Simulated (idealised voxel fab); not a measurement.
Process module under the name voxel self aligned vias
The cross-section shown here is cut; it is 265 nm wide and divided into square cells measuring 5 nm on a side.
In what follows, cross-sections appear as grids of square cells, described through bands that run from the top down, where every band is one or more rows of cells.
Heads up on the band format: heights come first, top then bottom, in nm. After that it's the materials left to right, each with its width in nm. A single material flagged "throughout" fills the whole band edge to edge, and "empty" means there's empty space there.
Height reference: 0 = level under which incoming wafer is all one material. Lowest band: no bottom, runs on downward, e.g. "0..down".
A width given as "30..40" starts at the first number in the band's top row and ends at the second number in its bottom row, shifting by an equal amount at every step from row to row.
"all unchanged" (step): cross-section cells unchanged, all of them.
So "Enclosed void list" is basically the list of trapped voids: any empty space of 8 cells or more that can't reach the top through an opening. They're written width x height at distance, the distance being from the left edge, and it's all nm.
after a step's settings: what the simulator itself notes on the step
You can add "overlay nm" to a step's line. For a step with a mask, it describes how far the mask lay to the right of its planned position, and a negative number describes a lay to the left.
Listed below are the process steps as planned
step 1: op RECEIVE | material Si
step 2: op CONFORMAL_DEP | material SiO2 | thk nm 15
step 3: op CONFORMAL_DEP | material SiCN | thk nm 5
step 4: op DIRECTIONAL_DEP | material lowk | thk nm 25
step 5: op DIRECTIONAL_DEP | material aC | thk nm 15
step 6: op PATTERN | tone open | mask id LINES | material resist | width nm 20 | pitch nm 60 | thk nm 35 | overlay nm 0
step 7: op DIRECTIONAL_ETCH | etch materials aC | depth nm 15
step 8: op STRIP | etch materials resist
step 9: op DIRECTIONAL_ETCH | etch materials lowk | depth nm 15
step 10: op STRIP | etch materials aC
step 11: op CONFORMAL_DEP | material TiN | thk nm 5
step 12: op FILL_DEP | material W | thk nm 5
step 13: op CMP | height nm 45
step 14: op SELECTIVE_ETCH | etch materials W Ru TiN | depth nm 10
step 15: op FILL_DEP | material SiN | thk nm 10
step 16: op CMP | height nm 45
step 17: op DIRECTIONAL_DEP | material lowk | thk nm 15
step 18: op DIRECTIONAL_DEP | material aC | thk nm 15
step 19: op PATTERN | tone open | mask id VIAS | material resist | width nm 30 | pitch nm 60 | thk nm 35 | overlay nm 0
step 20: op DIRECTIONAL_ETCH | etch materials aC | depth nm 15
step 21: op STRIP | etch materials resist
step 22: op DIRECTIONAL_ETCH | etch materials lowk | depth nm 15
step 23: op DIRECTIONAL_ETCH | etch materials SiN | depth nm 10
step 24: op STRIP | etch materials aC
step 25: op CONFORMAL_DEP | material TiN | thk nm 5
step 26: op FILL_DEP | material W | thk nm 10
step 27: op CMP | height nm 60
step 28: op CONFORMAL_DEP | material SiN | thk nm 5
Every wafer here starts from the same state; it is the step 9 depth nm that distinguishes them, and the value the plan gives belongs to the first wafer.
As-received state after step 1, first of several wafers, cross-section
	0..down: Si throughout
	Enclosed void list: none
Module finished, last step 28 done: cross-section of the first of several wafers
	65..60: SiN throughout
	60..50: lowk (55), TiN (5), W (20), TiN (5), lowk (30), TiN (5), W (20), TiN (5), lowk (30), TiN (5), W (20), TiN (5), lowk (60)
	50..40: lowk (55..60), TiN (10..5), W (10), TiN (10..5), lowk (30..40), TiN (10..5), W (10), TiN (10..5), lowk (30..40), TiN (10..5), W (10), TiN (10..5), lowk (60..65)
	40..30: lowk (60), TiN (20), lowk (40), TiN (20), lowk (40), TiN (20), lowk (65)
	30..20: lowk throughout
	20..15: SiCN throughout
	15..0: SiO2 throughout
	0..down: Si throughout
	Enclosed void list: none
A cross-section through the last wafer at the close of the module
	65..60: SiN throughout
	60..50: lowk (55), TiN (5), W (20), TiN (5), lowk (30), TiN (5), W (20), TiN (5), lowk (30), TiN (5), W (20), TiN (5), lowk (60)
	50..40: lowk (55..60), TiN (10..5), W (10), TiN (10..5), lowk (30..40), TiN (10..5), W (10), TiN (10..5), lowk (30..40), TiN (10..5), W (10), TiN (10..5), lowk (60..65)
	40..35: lowk (60), TiN (20), lowk (40), TiN (20), lowk (40), TiN (20), lowk (65)
	35..25: lowk (60), TiN (5), W (10), TiN (5), lowk (40), TiN (5), W (10), TiN (5), lowk (40), TiN (5), W (10), TiN (5), lowk (65)
	25..20: lowk (60), TiN (20), lowk (40), TiN (20), lowk (40), TiN (20), lowk (65)
	20..15: SiCN throughout
	15..0: SiO2 throughout
	0..down: Si throughout
	Enclosed void list: none
Row per wafer, end-of-module: cell gain (+)/loss (-) by material since the wafer came in, then closed voids
depth nm 15, +53 SiCN, +53 SiN, +159 SiO2, +54 TiN, +36 W, +334 lowk, Enclosed void list: none
depth nm 20, +53 SiCN, +53 SiN, +159 SiO2, +60 TiN, +42 W, +322 lowk, Enclosed void list: none
depth nm 25, +53 SiCN, +53 SiN, +159 SiO2, +66 TiN, +48 W, +310 lowk, Enclosed void list: none
depth nm 30, +53 SiCN, +53 SiN, +159 SiO2, +66 TiN, +48 W, +310 lowk, Enclosed void list: none
depth nm 35, +53 SiCN, +53 SiN, +159 SiO2, +66 TiN, +48 W, +310 lowk, Enclosed void list: none
depth nm 40, +53 SiCN, +53 SiN, +159 SiO2, +66 TiN, +48 W, +310 lowk, Enclosed void list: none
